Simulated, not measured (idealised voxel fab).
Documented hereafter: the process module known as voxel trench capacitor.
Each square cell in cross-section cut measures 5 nm, and the section as a whole is 160 nm wide.
This document writes a cross-section as a grid whose cells are square, and gives it as bands, listed from the top down; one or more rows of cells form a band.
Quick guide to a band line: top height, bottom height (nm) up front; then every material left to right with its width in nm. Only one material and it's marked "full width"? Then it fills the band edge to edge. And "blank" just means empty space.
The level at which height equals 0 is the one under which the wafer, as it arrives, is entirely one material. No lower edge exists for the bottom band, which continues downward and is notated as in "0 -> down".
It should be noted that a width expressed as "30->40" varies in equal increments from row to row of cells within the band, taking the value of the first number at the top row and that of the second number at the bottom row.
Reading "no modifications" for a step: not a cell of the cross-section changed in it.
The label "Enclosed void listing" introduces a list of the empty spaces, 8 cells or larger, that have no open way up to the top; each entry in it reads width x height at distance, where the distance is taken from the left edge and all three are stated in nm.
Where a step's line continues beyond its settings, the continuation is a remark by the simulator itself on that step.
The optional step-line setting "overlay nm" applies to steps with a mask and quantifies how far to the right of its planned location the mask lay, a negative value indicating leftward placement.

Steps in the process plan:
- 1: RECEIVE | material Si
- 2: CONFORMAL_DEP | material SiN | thk nm 10
- 3: MASKED_ETCH | tone open | mask id TRENCH | width nm 30 | pitch nm 45 | etch materials SiN | depth nm 10 | overlay nm 0
- 4: MASKED_ETCH | tone open | mask id TRENCH | width nm 30 | pitch nm 45 | etch materials Si | depth nm 40 | overlay nm 0
- 5: CONFORMAL_DEP | material Al2O3 | thk nm 5
- 6: CONFORMAL_DEP | material TiN | thk nm 5
- 7: FILL_DEP | material W | thk nm 5
- 8: CMP | height nm 10

First of the two wafers, run per plan:

This is the cross-section of the wafer as we received it, i.e. after step 1:
- 0 -> down = Si full width
- Enclosed void listing: none

Sectional view: wafer, after step 2:
- 10 -> 0 = SiN full width
- Everything below 0 is unchanged.

Sectional view: wafer, after step 3:
- 10 -> 0 = SiN 40, then blank 30, then SiN 15, then blank 30, then SiN 45
- Everything below 0 is unchanged.

Sectional view: wafer, after step 4:
- 10 -> 0 = SiN 40, then blank 30, then SiN 15, then blank 30, then SiN 45
- 0 -> -40 = Si 40, then blank 30, then Si 15, then blank 30, then Si 45
- Everything below -40 is unchanged.

Sectional view: wafer, after step 5:
- 15 -> 10 = Al2O3 45, then blank 20, then Al2O3 25, then blank 20, then Al2O3 50
- 10 -> 0 = SiN 40, then Al2O3 5, then blank 20, then Al2O3 5, then SiN 15, then Al2O3 5, then blank 20, then Al2O3 5, then SiN 45
- 0 -> -35 = Si 40, then Al2O3 5, then blank 20, then Al2O3 5, then Si 15, then Al2O3 5, then blank 20, then Al2O3 5, then Si 45
- -35 -> -40 = Si 40, then Al2O3 30, then Si 15, then Al2O3 30, then Si 45
- Everything below -40 is unchanged.

Sectional view: wafer, after step 6:
- 20 -> 15 = TiN 50, then blank 10, then TiN 35, then blank 10, then TiN 55
- 15 -> 10 = Al2O3 45, then TiN 5, then blank 10, then TiN 5, then Al2O3 25, then TiN 5, then blank 10, then TiN 5, then Al2O3 50
- 10 -> 0 = SiN 40, then Al2O3 5, then TiN 5, then blank 10, then TiN 5, then Al2O3 5, then SiN 15, then Al2O3 5, then TiN 5, then blank 10, then TiN 5, then Al2O3 5, then SiN 45
- 0 -> -30 = Si 40, then Al2O3 5, then TiN 5, then blank 10, then TiN 5, then Al2O3 5, then Si 15, then Al2O3 5, then TiN 5, then blank 10, then TiN 5, then Al2O3 5, then Si 45
- -30 -> -35 = Si 40, then Al2O3 5, then TiN 20, then Al2O3 5, then Si 15, then Al2O3 5, then TiN 20, then Al2O3 5, then Si 45
- Everything below -35 is unchanged.

Sectional view: wafer, after step 7:
- 25 -> 20 = W full width
- 20 -> 15 = TiN 50, then W 10, then TiN 35, then W 10, then TiN 55
- 15 -> 10 = Al2O3 45, then TiN 5, then W 10, then TiN 5, then Al2O3 25, then TiN 5, then W 10, then TiN 5, then Al2O3 50
- 10 -> 0 = SiN 40, then Al2O3 5, then TiN 5, then W 10, then TiN 5, then Al2O3 5, then SiN 15, then Al2O3 5, then TiN 5, then W 10, then TiN 5, then Al2O3 5, then SiN 45
- 0 -> -30 = Si 40, then Al2O3 5, then TiN 5, then W 10, then TiN 5, then Al2O3 5, then Si 15, then Al2O3 5, then TiN 5, then W 10, then TiN 5, then Al2O3 5, then Si 45
- Everything below -30 is unchanged.

Sectional view: wafer, after step 8:
- 10 -> 0 = SiN 40, then Al2O3 5, then TiN 5, then W 10, then TiN 5, then Al2O3 5, then SiN 15, then Al2O3 5, then TiN 5, then W 10, then TiN 5, then Al2O3 5, then SiN 45
- Everything below 0 is unchanged.

The remaining wafer, second of the two, started like the first and was run to the same plan, except that one mistake was made along the way; the two coincide through step 3, inclusive:

The second wafer cut through, at the time step 4 was supposed to be finished:
- 10 -> 0 = SiN 40, then blank 30, then SiN 15, then blank 30, then SiN 45
- 0 -> -80 = Si 40, then blank 30, then Si 15, then blank 30, then Si 45
- Everything below -80 is unchanged.

The second wafer cut through, at the time step 5 was supposed to be finished:
- 15 -> 10 = Al2O3 45, then blank 20, then Al2O3 25, then blank 20, then Al2O3 50
- 10 -> 0 = SiN 40, then Al2O3 5, then blank 20, then Al2O3 5, then SiN 15, then Al2O3 5, then blank 20, then Al2O3 5, then SiN 45
- 0 -> -75 = Si 40, then Al2O3 5, then blank 20, then Al2O3 5, then Si 15, then Al2O3 5, then blank 20, then Al2O3 5, then Si 45
- -75 -> -80 = Si 40, then Al2O3 30, then Si 15, then Al2O3 30, then Si 45
- Everything below -80 is unchanged.

The second wafer cut through, at the time step 6 was supposed to be finished:
- 20 -> 15 = TiN 50, then blank 10, then TiN 35, then blank 10, then TiN 55
- 15 -> 10 = Al2O3 45, then TiN 5, then blank 10, then TiN 5, then Al2O3 25, then TiN 5, then blank 10, then TiN 5, then Al2O3 50
- 10 -> 0 = SiN 40, then Al2O3 5, then TiN 5, then blank 10, then TiN 5, then Al2O3 5, then SiN 15, then Al2O3 5, then TiN 5, then blank 10, then TiN 5, then Al2O3 5, then SiN 45
- 0 -> -70 = Si 40, then Al2O3 5, then TiN 5, then blank 10, then TiN 5, then Al2O3 5, then Si 15, then Al2O3 5, then TiN 5, then blank 10, then TiN 5, then Al2O3 5, then Si 45
- -70 -> -75 = Si 40, then Al2O3 5, then TiN 20, then Al2O3 5, then Si 15, then Al2O3 5, then TiN 20, then Al2O3 5, then Si 45
- Everything below -75 is unchanged.

The second wafer cut through, at the time step 7 was supposed to be finished:
- 25 -> 20 = W full width
- 20 -> 15 = TiN 50, then W 10, then TiN 35, then W 10, then TiN 55
- 15 -> 10 = Al2O3 45, then TiN 5, then W 10, then TiN 5, then Al2O3 25, then TiN 5, then W 10, then TiN 5, then Al2O3 50
- 10 -> 0 = SiN 40, then Al2O3 5, then TiN 5, then W 10, then TiN 5, then Al2O3 5, then SiN 15, then Al2O3 5, then TiN 5, then W 10, then TiN 5, then Al2O3 5, then SiN 45
- 0 -> -70 = Si 40, then Al2O3 5, then TiN 5, then W 10, then TiN 5, then Al2O3 5, then Si 15, then Al2O3 5, then TiN 5, then W 10, then TiN 5, then Al2O3 5, then Si 45
- Everything below -70 is unchanged.

The second wafer cut through, at the time step 8 was supposed to be finished:
- 10 -> 0 = SiN 40, then Al2O3 5, then TiN 5, then W 10, then TiN 5, then Al2O3 5, then SiN 15, then Al2O3 5, then TiN 5, then W 10, then TiN 5, then Al2O3 5, then SiN 45
- Everything below 0 is unchanged.
Want to know what went wrong? plan step 4 ran twice
Upon completion, the second wafer contains, in terms of cells, a greater or smaller amount of certain materials than the first wafer: 32 more of Al2O3; 96 fewer of Si; 32 more of TiN; 32 more of W
